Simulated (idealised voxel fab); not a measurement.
Presented below is a process module, voxel gate over fins.
The cross-section shown here is cut; it is 235 nm wide and divided into square cells measuring 5 nm on a side.
This document writes a cross-section as a grid whose cells are square, and gives it as bands, listed from the top down; one or more rows of cells form a band.
Per band: top height and bottom height in nm, followed by the left-to-right materials and their widths in nm; "everywhere" marks a single material spanning edge to edge, "air" marks empty space.
We count height from 0. Below that, the starting wafer is all one material. The lowest band never ends at the bottom but goes on down; see "0 and below" for how that is written.
The two numbers in a width such as "30 to 40" mark its ends across the band: the first belongs to the top row of cells, the second to the bottom row, and from each row to the next the width moves by the same amount.
Where the words "no modification" appear for a step, the cross-section shows no cell changed by that step; every cell remained as before.
Basically, "Cavities, closed" tells you about the enclosed voids: empty spaces with no open way to the top, 8 cells or bigger, each written width x height at distance, where distance is from the left edge, all in nm.
Whatever follows a step's settings on its line is a remark the simulator itself makes about that step.
overlay nm: where the mask lay relative to plan, measured to the right, on steps with a mask; negatives go left.

## This section lists the process steps that were planned
| 1 | RECEIVE,material Si |
| 2 | CONFORMAL_DEP,material SiN,thk nm 5 |
| 3 | DIRECTIONAL_DEP,material aC,thk nm 15 |
| 4 | PATTERN,tone cover,mask id FINS,material resist,width nm 15,pitch nm 40,thk nm 35,overlay nm 0 |
| 5 | DIRECTIONAL_ETCH,etch materials aC,depth nm 15 |
| 6 | STRIP,etch materials resist |
| 7 | DIRECTIONAL_ETCH,etch materials SiN,depth nm 10 |
| 8 | DIRECTIONAL_ETCH,etch materials Si,depth nm 40 |
| 9 | STRIP,etch materials aC |
| 10 | FILL_DEP,material SiO2,thk nm 5 |
| 11 | CMP,height nm 10 |
| 12 | SELECTIVE_ETCH,etch materials SiO2,depth nm 25 |
| 13 | STRIP,etch materials SiN |
| 14 | CONFORMAL_DEP,material HfO2,thk nm 5 |
| 15 | CONFORMAL_DEP,material TiN,thk nm 5 |
| 16 | CONFORMAL_DEP,material TiAl,thk nm 5 |
| 17 | CONFORMAL_DEP,material TiN,thk nm 5 |
| 18 | FILL_DEP,material W,thk nm 10 |
| 19 | CMP,height nm 25 |
| 20 | CONFORMAL_DEP,material SiN,thk nm 10 |
Don't read the plan's thk nm for step 2 as applying to every wafer: that's the first wafer's value, and the wafers differ in it, though they all start identical.

## As received, i.e. after step 1: cross-section through the first of several wafers
> 0 and below | Si everywhere
> Cavities, closed: none

## So in this table every wafer gets its own row, and what you see is where it stands at the end of the module: for each material, how many cells it picked up (+) or gave up (-) since we received it, and after that its closed voids
thk nm 5 | +59 HfO2 | -328 Si | +94 SiN | +205 SiO2 | +56 TiAl | +112 TiN | +131 W | Cavities, closed: none
thk nm 10 | +59 HfO2 | -328 Si | +94 SiN | +205 SiO2 | +56 TiAl | +112 TiN | +131 W | Cavities, closed: none
thk nm 15 | +47 HfO2 | +94 SiN | +47 TiAl | +94 TiN | +47 W | Cavities, closed: none
thk nm 20 | +47 HfO2 | +94 SiN | +47 TiAl | +94 TiN | +47 W | Cavities, closed: none
thk nm 25 | +47 HfO2 | +94 SiN | +47 TiAl | +94 TiN | +47 W | Cavities, closed: none
